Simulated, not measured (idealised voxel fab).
The process module presented herein is designated voxel air gaps.
The width of the displayed cross-section, cut, is 300 nm; its cells are square, with a size of 5 nm.
Reading order for cross-sections: top band down to bottom band. Underlying form: a grid of square cells. Band size: one or more rows of cells. The entry gives the band's vertical extent as a top height and a bottom height in nm, then its horizontal make-up as materials from left to right, each with a width in nm. "blank" stands for empty space; a single material marked "edge to edge" fills the band edge to edge. Height 0 is the level under which the wafer as received is all one material. The lowest band goes on downwards, as in "from 0 down". It should be noted that a width expressed as "30..40" varies in equal increments from row to row of cells within the band, taking the value of the first number at the top row and that of the second number at the bottom row. "all unchanged" for a step: no cell of the cross-section changed in that step. "Enclosed internal cavities" enumerates empty spaces isolated from the top, with no open way to it, that contain at least 8 cells, giving each as width x height at distance from the left edge, all three in nm. Formally, on a step line, whatever follows the settings is a remark that the simulator itself makes on the step. overlay nm, on a step with a mask: how far to the right of its planned place the mask lay; to the left if negative.

Process steps (planned)
1: RECEIVE (material Si)
2: CONFORMAL_DEP (material SiO2; thk nm 15)
3: CONFORMAL_DEP (material SiCN; thk nm 5)
4: DIRECTIONAL_DEP (material lowk; thk nm 30)
5: PATTERN (tone open; mask id LINES; material resist; width nm 25; pitch nm 55; thk nm 20; overlay nm 0)
6: DIRECTIONAL_ETCH (etch materials lowk; depth nm 30)
7: STRIP (etch materials resist)
8: CONFORMAL_DEP (material TiN; thk nm 5)
9: FILL_DEP (material W; thk nm 5)
10: CMP (height nm 50)
11: EPI (material Ru; thk nm 10)
12: SELECTIVE_ETCH (etch materials lowk; depth nm 40)
13: CONFORMAL_DEP (material SiCN; thk nm 5)

Incoming wafer in cross-section (state: after step 1)
> from 0 down = Si edge to edge
> Enclosed internal cavities: none

A wafer at the end: this start, this plan, one mistake
> from 65 to 60 = SiCN edge to edge
> from 60 to 50 = Ru edge to edge
> from 50 to 45 = TiN 60 nm / W 15 nm / TiN 40 nm / W 15 nm / TiN 40 nm / W 15 nm / TiN 40 nm / W 15 nm / TiN 60 nm
> from 45 to 20 = lowk 55 nm / TiN 5 nm / W 15 nm / TiN 5 nm / lowk 30 nm / TiN 5 nm / W 15 nm / TiN 5 nm / lowk 30 nm / TiN 5 nm / W 15 nm / TiN 5 nm / lowk 30 nm / TiN 5 nm / W 15 nm / TiN 5 nm / lowk 55 nm
> from 20 to 15 = lowk 55 nm / TiN 25 nm / lowk 30 nm / TiN 25 nm / lowk 30 nm / TiN 25 nm / lowk 30 nm / TiN 25 nm / lowk 55 nm
> from 15 to 0 = SiO2 edge to edge
> from 0 down = Si edge to edge
> Enclosed internal cavities: none
Want to know what went wrong? yeah, step 3 of the plan got skipped, never ran
